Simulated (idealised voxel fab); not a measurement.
process module | voxel self aligned vias
cross-section cut | 255 nm wide | cells 5 nm
A cross-section is a grid of square cells, given in bands from the top down. A band is one or more rows of cells.
Each band's line starts with the height of the band's top and of its bottom, in nm. Then come its materials from left to right, each with its width in nm. One material with "throughout" fills the band from edge to edge. "air" is empty space.
Height 0 is the level under which the wafer as received is all one material. The lowest band goes on downwards, as in "0 down".
A width such as "30 to 40" changes by the same amount from each row of cells to the next, from the band's top row to its bottom row.
"no change" after a step means that no cell of the cross-section changed.
closed voids: empty space of 8 cells or more with no open way to the top, each as width x height at its distance from the left edge, in nm
after a step's settings: what the simulator itself notes on the step
overlay nm, on a step with a mask: how far to the right of its planned place the mask lay; to the left if negative
plan
1 op RECEIVE | material Si
2 op CONFORMAL_DEP | material SiO2 | thk nm 10
3 op CONFORMAL_DEP | material SiCN | thk nm 5
4 op DIRECTIONAL_DEP | material SiO2 | thk nm 20
5 op DIRECTIONAL_DEP | material aC | thk nm 15
6 op PATTERN | tone open | mask id LINES | material resist | width nm 30 | pitch nm 55 | thk nm 35 | overlay nm 0
7 op DIRECTIONAL_ETCH | etch materials aC | depth nm 15
8 op STRIP | etch materials resist
9 op DIRECTIONAL_ETCH | etch materials SiO2 | depth nm 20
10 op STRIP | etch materials aC
11 op CONFORMAL_DEP | material TiN | thk nm 5
12 op FILL_DEP | material Ru | thk nm 5
13 op CMP | height nm 35
14 op SELECTIVE_ETCH | etch materials W Ru TiN | depth nm 5
15 op FILL_DEP | material SiN | thk nm 10
16 op CMP | height nm 35
17 op DIRECTIONAL_DEP | material SiO2 | thk nm 20
18 op PATTERN | tone open | mask id VIAS | material resist | width nm 40 | pitch nm 110 | thk nm 20 | overlay nm 0
19 op DIRECTIONAL_ETCH | etch materials SiO2 | depth nm 20
20 op DIRECTIONAL_ETCH | etch materials SiN | depth nm 5
21 op STRIP | etch materials resist
22 op CONFORMAL_DEP | material TiN | thk nm 5
23 op FILL_DEP | material W | thk nm 5
24 op CMP | height nm 55
25 op CONFORMAL_DEP | material SiCN | thk nm 5
first wafer, as planned
as received, after step 1
  0 down: Si throughout
  closed voids: none
after step 2
  10 to 0: SiO2 throughout
  below 0: unchanged
after step 3
  15 to 10: SiCN throughout
  below 10: unchanged
after step 4
  35 to 15: SiO2 throughout
  below 15: unchanged
after step 5
  50 to 35: aC throughout
  below 35: unchanged
after step 6
  85 to 50: resist 55 | air 30 | resist 25 | air 30 | resist 25 | air 30 | resist 60
  below 50: unchanged
after step 7
  70 to 50: resist 55 | air 30 | resist 25 | air 30 | resist 25 | air 30 | resist 60
  50 to 35: aC 55 | air 30 | aC 25 | air 30 | aC 25 | air 30 | aC 60
  below 35: unchanged
after step 8
  50 to 35: aC 55 | air 30 | aC 25 | air 30 | aC 25 | air 30 | aC 60
  below 35: unchanged
after step 9
  50 to 35: aC 55 | air 30 | aC 25 | air 30 | aC 25 | air 30 | aC 60
  35 to 15: SiO2 55 | air 30 | SiO2 25 | air 30 | SiO2 25 | air 30 | SiO2 60
  below 15: unchanged
after step 10
  35 to 15: SiO2 55 | air 30 | SiO2 25 | air 30 | SiO2 25 | air 30 | SiO2 60
  below 15: unchanged
after step 11
  40 to 35: TiN 60 | air 20 | TiN 35 | air 20 | TiN 35 | air 20 | TiN 65
  35 to 20: SiO2 55 | TiN 5 | air 20 | TiN 5 | SiO2 25 | TiN 5 | air 20 | TiN 5 | SiO2 25 | TiN 5 | air 20 | TiN 5 | SiO2 60
  20 to 15: SiO2 55 | TiN 30 | SiO2 25 | TiN 30 | SiO2 25 | TiN 30 | SiO2 60
  below 15: unchanged
after step 12
  45 to 40: Ru throughout
  40 to 35: TiN 60 | Ru 20 | TiN 35 | Ru 20 | TiN 35 | Ru 20 | TiN 65
  35 to 20: SiO2 55 | TiN 5 | Ru 20 | TiN 5 | SiO2 25 | TiN 5 | Ru 20 | TiN 5 | SiO2 25 | TiN 5 | Ru 20 | TiN 5 | SiO2 60
  below 20: unchanged
after step 13
  35 to 20: SiO2 55 | TiN 5 | Ru 20 | TiN 5 | SiO2 25 | TiN 5 | Ru 20 | TiN 5 | SiO2 25 | TiN 5 | Ru 20 | TiN 5 | SiO2 60
  below 20: unchanged
after step 14
  35 to 30: SiO2 55 | air 30 | SiO2 25 | air 30 | SiO2 25 | air 30 | SiO2 60
  below 30: unchanged
after step 15
  45 to 35: SiN throughout
  35 to 30: SiO2 55 | SiN 30 | SiO2 25 | SiN 30 | SiO2 25 | SiN 30 | SiO2 60
  below 30: unchanged
after step 16
  35 to 30: SiO2 55 | SiN 30 | SiO2 25 | SiN 30 | SiO2 25 | SiN 30 | SiO2 60
  below 30: unchanged
after step 17
  55 to 35: SiO2 throughout
  below 35: unchanged
after step 18
  75 to 55: resist 50 | air 40 | resist 70 | air 40 | resist 55
  below 55: unchanged
after step 19
  75 to 55: resist 50 | air 40 | resist 70 | air 40 | resist 55
  55 to 35: SiO2 50 | air 40 | SiO2 70 | air 40 | SiO2 55
  below 35: unchanged
after step 20
  75 to 55: resist 50 | air 40 | resist 70 | air 40 | resist 55
  55 to 35: SiO2 50 | air 40 | SiO2 70 | air 40 | SiO2 55
  35 to 30: SiO2 55 | air 30 | SiO2 25 | SiN 30 | SiO2 25 | air 30 | SiO2 60
  below 30: unchanged
after step 21
  55 to 35: SiO2 50 | air 40 | SiO2 70 | air 40 | SiO2 55
  below 35: unchanged
after step 22
  60 to 55: TiN 55 | air 30 | TiN 80 | air 30 | TiN 60
  55 to 40: SiO2 50 | TiN 5 | air 30 | TiN 5 | SiO2 70 | TiN 5 | air 30 | TiN 5 | SiO2 55
  40 to 35: SiO2 50 | TiN 10 | air 20 | TiN 10 | SiO2 70 | TiN 10 | air 20 | TiN 10 | SiO2 55
  35 to 30: SiO2 55 | TiN 30 | SiO2 25 | SiN 30 | SiO2 25 | TiN 30 | SiO2 60
  below 30: unchanged
after step 23
  65 to 60: W throughout
  60 to 55: TiN 55 | W 30 | TiN 80 | W 30 | TiN 60
  55 to 40: SiO2 50 | TiN 5 | W 30 | TiN 5 | SiO2 70 | TiN 5 | W 30 | TiN 5 | SiO2 55
  40 to 35: SiO2 50 | TiN 10 | W 20 | TiN 10 | SiO2 70 | TiN 10 | W 20 | TiN 10 | SiO2 55
  below 35: unchanged
after step 24
  55 to 40: SiO2 50 | TiN 5 | W 30 | TiN 5 | SiO2 70 | TiN 5 | W 30 | TiN 5 | SiO2 55
  below 40: unchanged
after step 25
  60 to 55: SiCN throughout
  below 55: unchanged
second wafer: like start, like plan, one mistake. Through step 2 it matches the first wafer
when step 3 should have ended
  30 to 0: SiO2 throughout
  below 0: unchanged
when step 4 should have ended
  35 to 30: SiCN throughout
  below 30: unchanged
when step 5 should have ended
  50 to 35: aC throughout
  below 35: unchanged
when step 6 should have ended
  85 to 50: resist 55 | air 30 | resist 25 | air 30 | resist 25 | air 30 | resist 60
  below 50: unchanged
when step 7 should have ended
  70 to 50: resist 55 | air 30 | resist 25 | air 30 | resist 25 | air 30 | resist 60
  50 to 35: aC 55 | air 30 | aC 25 | air 30 | aC 25 | air 30 | aC 60
  below 35: unchanged
when step 8 should have ended
  50 to 35: aC 55 | air 30 | aC 25 | air 30 | aC 25 | air 30 | aC 60
  below 35: unchanged
when step 9 should have ended: no change
when step 10 should have ended
  35 to 30: SiCN throughout
  below 30: unchanged
when step 11 should have ended
  40 to 35: TiN throughout
  below 35: unchanged
when step 12 should have ended
  45 to 40: Ru throughout
  below 40: unchanged
when step 13 should have ended
  35 to 30: SiCN throughout
  below 30: unchanged
when step 14 should have ended: no change
when step 15 should have ended
  45 to 35: SiN throughout
  below 35: unchanged
when step 16 should have ended
  35 to 30: SiCN throughout
  below 30: unchanged
when step 17 should have ended
  55 to 35: SiO2 throughout
  below 35: unchanged
when step 18 should have ended
  75 to 55: resist 50 | air 40 | resist 70 | air 40 | resist 55
  below 55: unchanged
when step 19 should have ended
  75 to 55: resist 50 | air 40 | resist 70 | air 40 | resist 55
  55 to 35: SiO2 50 | air 40 | SiO2 70 | air 40 | SiO2 55
  below 35: unchanged
when step 20 should have ended: no change
when step 21 should have ended
  55 to 35: SiO2 50 | air 40 | SiO2 70 | air 40 | SiO2 55
  below 35: unchanged
when step 22 should have ended
  60 to 55: TiN 55 | air 30 | TiN 80 | air 30 | TiN 60
  55 to 40: SiO2 50 | TiN 5 | air 30 | TiN 5 | SiO2 70 | TiN 5 | air 30 | TiN 5 | SiO2 55
  40 to 35: SiO2 50 | TiN 40 | SiO2 70 | TiN 40 | SiO2 55
  below 35: unchanged
when step 23 should have ended
  65 to 60: W throughout
  60 to 55: TiN 55 | W 30 | TiN 80 | W 30 | TiN 60
  55 to 40: SiO2 50 | TiN 5 | W 30 | TiN 5 | SiO2 70 | TiN 5 | W 30 | TiN 5 | SiO2 55
  below 40: unchanged
when step 24 should have ended
  55 to 40: SiO2 50 | TiN 5 | W 30 | TiN 5 | SiO2 70 | TiN 5 | W 30 | TiN 5 | SiO2 55
  below 40: unchanged
when step 25 should have ended
  60 to 55: SiCN throughout
  below 55: unchanged
what went wrong: steps 3 and 4 were swapped
at the end the second wafer has, in cells: 24 fewer of Ru | 6 fewer of SiN | 72 more of SiO2 | 34 fewer of TiN | 8 fewer of W
